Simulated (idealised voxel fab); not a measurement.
The name of this process module is voxel released beams.
cross-section cut | 145 nm wide | cells 5 nm
Cross-section = grid of square cells, listed top down in bands; band = one or more rows.
Quick guide to a band line: top height, bottom height (nm) up front; then every material left to right with its width in nm. Only one material and it's marked "everywhere"? Then it fills the band edge to edge. And "air" just means empty space.
Heights are expressed relative to 0, this being the level below which the as-received wafer comprises one material exclusively. The lowest band is unbounded in the downward direction and is denoted as in "0 nm and below".
The two numbers in a width such as "30..40" mark its ends across the band: the first belongs to the top row of cells, the second to the bottom row, and from each row to the next the width moves by the same amount.
"remained the same" -> step changed no cross-section cell.
In the "Unvented cavities" entry, you get each enclosed empty space of 8 cells or more, one with no open way to the top, written width x height at distance, distance from the left edge, in nm.
The remark found on a step's line after its settings is issued by the simulator itself and pertains to that step.
overlay nm: where the mask lay relative to plan, measured to the right, on steps with a mask; negatives go left.
**List of planned process steps**
| 1 | RECEIVE | material Si |
| 2 | CONFORMAL_DEP | material Al2O3 | thk nm 10 |
| 3 | DIRECTIONAL_DEP | material SiO2 | thk nm 15 |
| 4 | DIRECTIONAL_DEP | material aC | thk nm 10 |
| 5 | PATTERN | tone open | mask id ANCHOR | material resist | width nm 45 | thk nm 25 | overlay nm 0 |
| 6 | DIRECTIONAL_ETCH | etch materials aC | depth nm 10 |
| 7 | STRIP | etch materials resist |
| 8 | DIRECTIONAL_ETCH | etch materials SiO2 | depth nm 15 |
| 9 | STRIP | etch materials aC |
| 10 | CONFORMAL_DEP | material polySi | thk nm 15 |
| 11 | PATTERN | tone cover | mask id BEAM | material resist | width nm 110 | thk nm 20 | overlay nm 0 |
| 12 | DIRECTIONAL_ETCH | etch materials polySi | depth nm 15 |
| 13 | STRIP | etch materials resist |
| 14 | STRIP | etch materials SiO2 |
**Here's what the wafer looked like in cross-section when it arrived - that's after step 1**
	0 nm and below: Si everywhere
	Unvented cavities: none
**Looking at the first of two wafers in cross-section at end of module - ran to plan**
	40 nm to 25 nm: 15 of air | 20 of polySi | 15 of air | 75 of polySi | 20 of air
	25 nm to 10 nm: 20 of air | 45 of polySi | 80 of air
	10 nm to 0 nm: Al2O3 everywhere
	0 nm and below: Si everywhere
	Unvented cavities: none
**Second of two wafers, module complete, sectioned: it shares the first wafer's start and plan but was run with one mistake**
	40 nm to 25 nm: 15 of air | 15 of polySi | 25 of air | 70 of polySi | 20 of air
	25 nm to 10 nm: 15 of air | 55 of polySi | 75 of air
	10 nm to 0 nm: Al2O3 everywhere
	0 nm and below: Si everywhere
	Unvented cavities: none
what went wrong: contrary to plan, step 5 was performed as PATTERN | tone open | mask id ANCHOR | material resist | width nm 55 | thk nm 25 | overlay nm 0
At the close, every material occupies the same number of cells on the second wafer as on the first, only in different positions.
